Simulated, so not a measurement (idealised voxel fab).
Module name: voxel self aligned vias (process module)
Cross-section cut: width 175 nm, square cells of 5 nm.
Cross-section format: a grid of square cells, given as bands from top to bottom; each band is one or more rows of cells. A band entry consists of two parts. The first gives the height of the band's top and the height of its bottom, in nm. The rest lists the band's materials from left to right, each with its width in nm. A single material labelled with the word "edge to edge" fills the band from edge to edge, and the word "empty" marks empty space. The reference from which all heights are counted is 0, the level beneath which the as-received wafer is entirely one material; the lowest band, having no lower bound, proceeds downward and is written after the example "from 0 down". The width entry "30->40" should be interpreted row by row: the top row of cells in the band takes the first number, the bottom row takes the second number, and the change between adjacent rows is uniform throughout. "remained unchanged" after a step means that no cell of the cross-section changed. Enclosed empty spaces: empty space of 8 cells or more with no open way to the top, each as width x height at its distance from the left edge, in nm. Note: text after step settings on the step line = simulator remark on that step. Among the settings permitted on a step's line is "overlay nm"; applied to a step with a mask, it specifies the extent to which the mask lay to the right of its planned position, whereas a negative figure signifies a position to the left.
**So here's the lineup of process steps we planned**
1,RECEIVE (material Si)
2,CONFORMAL_DEP (material SiO2; thk nm 10)
3,CONFORMAL_DEP (material SiCN; thk nm 5)
4,DIRECTIONAL_DEP (material SiO2; thk nm 25)
5,MASKED_ETCH (tone open; mask id LINES; width nm 25; pitch nm 55; etch materials SiO2; depth nm 25; overlay nm 0)
6,CONFORMAL_DEP (material TiN; thk nm 5)
7,FILL_DEP (material W; thk nm 5)
8,CMP (height nm 40)
9,SELECTIVE_ETCH (etch materials W Ru TiN; depth nm 5)
10,FILL_DEP (material SiN; thk nm 5)
11,CMP (height nm 40)
12,DIRECTIONAL_DEP (material SiO2; thk nm 15)
13,DIRECTIONAL_DEP (material aC; thk nm 10)
14,PATTERN (tone open; mask id VIAS; material resist; width nm 35; pitch nm 55; thk nm 25; overlay nm 0)
15,DIRECTIONAL_ETCH (etch materials aC; depth nm 10)
16,STRIP (etch materials resist)
17,DIRECTIONAL_ETCH (etch materials SiO2; depth nm 15)
18,DIRECTIONAL_ETCH (etch materials SiN; depth nm 5)
19,STRIP (etch materials aC)
20,CONFORMAL_DEP (material TiN; thk nm 5)
21,FILL_DEP (material Ru; thk nm 5)
22,CMP (height nm 55)
23,CONFORMAL_DEP (material SiN; thk nm 5)
**Cross-section, incoming material, after step 1**
    from 0 down = Si edge to edge
    Enclosed empty spaces: none
**Starting wafer: above. Plan: above. Run: one mistake. Cross-section after the module: below**
    from 60 to 55 = SiN edge to edge
    from 55 to 45 = 40 nm SiO2  5 nm TiN  25 nm Ru  5 nm TiN  20 nm SiO2  5 nm TiN  25 nm Ru  5 nm TiN  45 nm SiO2
    from 45 to 40 = 40 nm SiO2  10 nm TiN  15 nm Ru  10 nm TiN  20 nm SiO2  10 nm TiN  15 nm Ru  10 nm TiN  45 nm SiO2
    from 40 to 35 = 45 nm SiO2  25 nm TiN  30 nm SiO2  25 nm TiN  50 nm SiO2
    from 35 to 20 = 45 nm SiO2  5 nm TiN  15 nm W  5 nm TiN  30 nm SiO2  5 nm TiN  15 nm W  5 nm TiN  50 nm SiO2
    from 20 to 15 = 45 nm SiO2  25 nm TiN  30 nm SiO2  25 nm TiN  50 nm SiO2
    from 15 to 10 = SiCN edge to edge
    from 10 to 0 = TiN edge to edge
    from 0 down = Si edge to edge
    Enclosed empty spaces: none
Deviation from plan: step 2 ran with different settings than intended, the actual operation and settings being CONFORMAL_DEP (material TiN; thk nm 10)
